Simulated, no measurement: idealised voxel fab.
process module | voxel wiring stack
cross-section cut | 160 nm wide | cells 5 nm
A cross-section is a grid of square cells, given in bands from the top down. A band is one or more rows of cells.
Each band's line starts with the height of the band's top and of its bottom, in nm. Then come its materials from left to right, each with its width in nm. One material with "throughout" fills the band from edge to edge. "air" is empty space.
Height 0 is the level under which the wafer as received is all one material. The lowest band goes on downwards, as in "0 down".
A width such as "30 to 40" changes by the same amount from each row of cells to the next, from the band's top row to its bottom row.
"no change" after a step means that no cell of the cross-section changed.
closed voids: empty space of 8 cells or more with no open way to the top, each as width x height at its distance from the left edge, in nm
after a step's settings: what the simulator itself notes on the step
overlay nm, on a step with a mask: how far to the right of its planned place the mask lay; to the left if negative
plan
1 op RECEIVE | material Si
2 op CONFORMAL_DEP | material SiO2 | thk nm 15
3 op CONFORMAL_DEP | material SiCN | thk nm 5
4 op DIRECTIONAL_DEP | material SiO2 | thk nm 15
5 op PATTERN | tone open | mask id METAL_1 | material resist | width nm 20 | pitch nm 35 | thk nm 15 | overlay nm 0
6 op DIRECTIONAL_ETCH | etch materials SiO2 | depth nm 15
7 op DIRECTIONAL_ETCH | etch materials SiCN | depth nm 5
8 op STRIP | etch materials resist
9 op CONFORMAL_DEP | material TiN | thk nm 5
10 op FILL_DEP | material Ru | thk nm 5
11 op CMP | height nm 35
12 op EPI | material Ru | thk nm 5
13 op FILL_DEP | material SiCN | thk nm 5
14 op DIRECTIONAL_DEP | material lowk | thk nm 30
15 op DIRECTIONAL_DEP | material aC | thk nm 15
16 op PATTERN | tone open | mask id METAL_2_HOLES | material resist | width nm 15 | pitch nm 35 | thk nm 30 | overlay nm 0
17 op DIRECTIONAL_ETCH | etch materials aC | depth nm 15
18 op STRIP | etch materials resist
19 op DIRECTIONAL_ETCH | etch materials lowk | depth nm 30
20 op STRIP | etch materials aC
21 op MASKED_ETCH | tone open | mask id METAL_2 | width nm 20 | pitch nm 35 | etch materials lowk | depth nm 20 | overlay nm -15
22 op MASKED_ETCH | tone open | mask id METAL_2 | width nm 20 | pitch nm 35 | etch materials SiCN | depth nm 5 | overlay nm 0
23 op CONFORMAL_DEP | material TiN | thk nm 5
24 op FILL_DEP | material Cu | thk nm 10
25 op CMP | height nm 75
26 op CONFORMAL_DEP | material SiN | thk nm 5
varied across the wafers: overlay nm of step 21. The plan shows the first wafer's value. All wafers start alike
first wafer as received, after step 1
  0 down: Si throughout
  closed voids: none
first wafer at the end, after step 26
  80 to 75: SiN throughout
  75 to 60: lowk 35 | TiN 5 | Cu 20 | TiN 5 | lowk 5 | TiN 5 | Cu 20 | TiN 5 | lowk 60
  60 to 55: lowk 35 | TiN 20 | Cu 5 | TiN 5 | lowk 5 | TiN 20 | Cu 5 | TiN 5 | lowk 60
  55 to 45: lowk 50 | TiN 5 | Cu 5 | TiN 5 | lowk 20 | TiN 5 | Cu 5 | TiN 5 | lowk 60
  45 to 40: SiCN 50 | TiN 15 | SiCN 20 | TiN 15 | SiCN 60
  40 to 35: SiCN 45 | Ru 30 | SiCN 5 | Ru 30 | SiCN 50
  35 to 20: SiO2 50 | TiN 5 | Ru 10 | TiN 5 | SiO2 15 | TiN 5 | Ru 10 | TiN 5 | SiO2 55
  20 to 15: SiCN 50 | TiN 20 | SiCN 15 | TiN 20 | SiCN 55
  15 to 0: SiO2 throughout
  0 down: Si throughout
  closed voids: none
last wafer at the end
  80 to 75: SiN throughout
  75 to 60: lowk 50 | TiN 5 | Cu 60 | TiN 5 | lowk 40
  60 to 55: lowk 50 | TiN 5 | Cu 5 | TiN 30 | Cu 5 | TiN 25 | lowk 40
  55 to 45: lowk 50 | TiN 5 | Cu 5 | TiN 5 | lowk 20 | TiN 5 | Cu 5 | TiN 5 | lowk 60
  45 to 40: SiCN 50 | TiN 15 | SiCN 20 | TiN 15 | SiCN 60
  40 to 35: SiCN 45 | Ru 30 | SiCN 5 | Ru 30 | SiCN 50
  35 to 20: SiO2 50 | TiN 5 | Ru 10 | TiN 5 | SiO2 15 | TiN 5 | Ru 10 | TiN 5 | SiO2 55
  20 to 15: SiCN 50 | TiN 20 | SiCN 15 | TiN 20 | SiCN 55
  15 to 0: SiO2 throughout
  0 down: Si throughout
  closed voids: none
each wafer at the end: cells of each material gained (+) or lost (-) since it was received, then its closed voids
overlay nm -15 | +30 Cu | +24 Ru | +70 SiCN | +32 SiN | +168 SiO2 | +56 TiN | +132 lowk | closed voids: none
overlay nm -10 | +24 Cu | +24 Ru | +70 SiCN | +32 SiN | +168 SiO2 | +54 TiN | +140 lowk | closed voids: none
overlay nm -5 | +18 Cu | +24 Ru | +70 SiCN | +32 SiN | +168 SiO2 | +52 TiN | +148 lowk | closed voids: none
overlay nm 0 | +18 Cu | +24 Ru | +70 SiCN | +32 SiN | +168 SiO2 | +52 TiN | +148 lowk | closed voids: none
overlay nm 5 | +24 Cu | +24 Ru | +70 SiCN | +32 SiN | +168 SiO2 | +54 TiN | +140 lowk | closed voids: none
overlay nm 10 | +30 Cu | +24 Ru | +70 SiCN | +32 SiN | +168 SiO2 | +56 TiN | +132 lowk | closed voids: none
overlay nm 15 | +42 Cu | +24 Ru | +70 SiCN | +32 SiN | +168 SiO2 | +52 TiN | +124 lowk | closed voids: none
